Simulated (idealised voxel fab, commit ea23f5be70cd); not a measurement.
Process module in this document: voxel capacitor over wiring
Pictured: cross-section cut, 160 nm wide, on a grid of 5 nm square cells.
Cross-section = grid of square cells, listed top down in bands; band = one or more rows.
Basically the band line says how high the top is and how high the bottom is, in nm, and then what's in it from left to right, every material with its width in nm. Empty space shows up as "empty", and if a single material carries "everywhere" it runs the full band edge to edge.
Ref level 0: as-received wafer is one material below here. Bottom band extends down with no lower bound ("top 0, no bottom").
Read "30..40" as a graded width: first number on top, second number at the bottom, same change between each pair of neighbouring rows.
"remained unchanged" -> step changed no cross-section cell.
"Closed-off voids": sealed empty spaces, 8 cells or more, no open way to top, listed width x height at distance, with distance from the left edge and width, height and distance in nm.
after a step's settings: what the simulator itself notes on the step
You can add "overlay nm" to a step's line. For a step with a mask, it describes how far the mask lay to the right of its planned position, and a negative number describes a lay to the left.

**plan**
| 1 | op RECEIVE | material Si |
| 2 | op CONFORMAL_DEP | material SiO2 | thk nm 10 |
| 3 | op CONFORMAL_DEP | material SiCN | thk nm 5 |
| 4 | op DIRECTIONAL_DEP | material lowk | thk nm 15 |
| 5 | op PATTERN | tone open | mask id METAL_1 | material resist | width nm 20 | pitch nm 85 | thk nm 20 | overlay nm 0 |
| 6 | op DIRECTIONAL_ETCH | etch materials lowk | depth nm 15 |
| 7 | op DIRECTIONAL_ETCH | etch materials SiCN | depth nm 5 |
| 8 | op STRIP | etch materials resist |
| 9 | op CONFORMAL_DEP | material TiN | thk nm 5 |
| 10 | op FILL_DEP | material Cu | thk nm 5 |
| 11 | op CMP | height nm 30 |
| 12 | op EPI | material Ru | thk nm 5 |
| 13 | op FILL_DEP | material SiCN | thk nm 5 |
| 14 | op DIRECTIONAL_DEP | material lowk | thk nm 10 |
| 15 | op PATTERN | tone open | mask id PLUG_1 | material resist | width nm 15 | thk nm 15 | overlay nm 0 |
| 16 | op DIRECTIONAL_ETCH | etch materials lowk | depth nm 10 |
| 17 | op DIRECTIONAL_ETCH | etch materials SiCN | depth nm 5 |
| 18 | op STRIP | etch materials resist |
| 19 | op EPI | material Ru | thk nm 10 |
| 20 | op EPI | material Ru | thk nm 5 |
| 21 | op DIRECTIONAL_DEP | material TiN | thk nm 10 |
| 22 | op DIRECTIONAL_DEP | material SiN | thk nm 5 |
| 23 | op DIRECTIONAL_DEP | material TiN | thk nm 5 |
| 24 | op MASKED_ETCH | tone cover | mask id UPPER_PLATE | width nm 70 | etch materials TiN | depth nm 5 | overlay nm 0 |
| 25 | op MASKED_ETCH | tone cover | mask id UPPER_PLATE | width nm 70 | etch materials SiN | depth nm 5 | overlay nm 0 |
| 26 | op PATTERN | tone cover | mask id LOWER_PLATE | material resist | width nm 80 | thk nm 15 | overlay nm 0 |
| 27 | op DIRECTIONAL_ETCH | etch materials TiN | depth nm 10 |
| 28 | op STRIP | etch materials resist |
| 29 | op FILL_DEP | material SiO2 | thk nm 15 |
| 30 | op CMP | height nm 80 |
| 31 | op MASKED_ETCH | tone open | mask id PLUG_2 | width nm 15 | etch materials SiO2 | depth nm 10 | overlay nm 0 |
| 32 | op CONFORMAL_DEP | material TiN | thk nm 5 |
| 33 | op FILL_DEP | material W | thk nm 10 |
| 34 | op CMP | height nm 80 |
| 35 | op CONFORMAL_DEP | material SiN | thk nm 5 |

**As-received state of the wafer in cross-section, equivalent to post-step 1**
top 0, no bottom = Si everywhere
Closed-off voids: none

**Cross-section, end of module. Start: as above. Plan: as above. Execution: one mistake**
top 85, bottom 80 = SiN everywhere
top 80, bottom 75 = 30 of SiO2, 25 of TiN, 105 of SiO2
top 75, bottom 70 = 30 of SiO2, 25 of SiN, 105 of SiO2
top 70, bottom 65 = 25 of SiO2, 75 of TiN, 60 of SiO2
top 65, bottom 60 = 25 of SiO2, 30 of TiN, 45 of SiN, 60 of SiO2
top 60, bottom 50 = 20 of SiO2, 35 of Ru, 50 of TiN, 55 of SiO2
top 50, bottom 40 = 30 of lowk, 15 of Ru, 115 of lowk
top 40, bottom 35 = 30 of SiCN, 15 of Ru, 115 of SiCN
top 35, bottom 30 = 20 of SiCN, 30 of Ru, 55 of SiCN, 30 of Ru, 25 of SiCN
top 30, bottom 15 = 25 of lowk, 5 of TiN, 10 of Cu, 5 of TiN, 65 of lowk, 5 of TiN, 10 of Cu, 5 of TiN, 30 of lowk
top 15, bottom 10 = 25 of SiCN, 20 of TiN, 65 of SiCN, 20 of TiN, 30 of SiCN
top 10, bottom 0 = SiO2 everywhere
top 0, no bottom = Si everywhere
Closed-off voids: none
In executing the process, a mistake was made relative to the plan: regarding the plan, step 19 was run twice
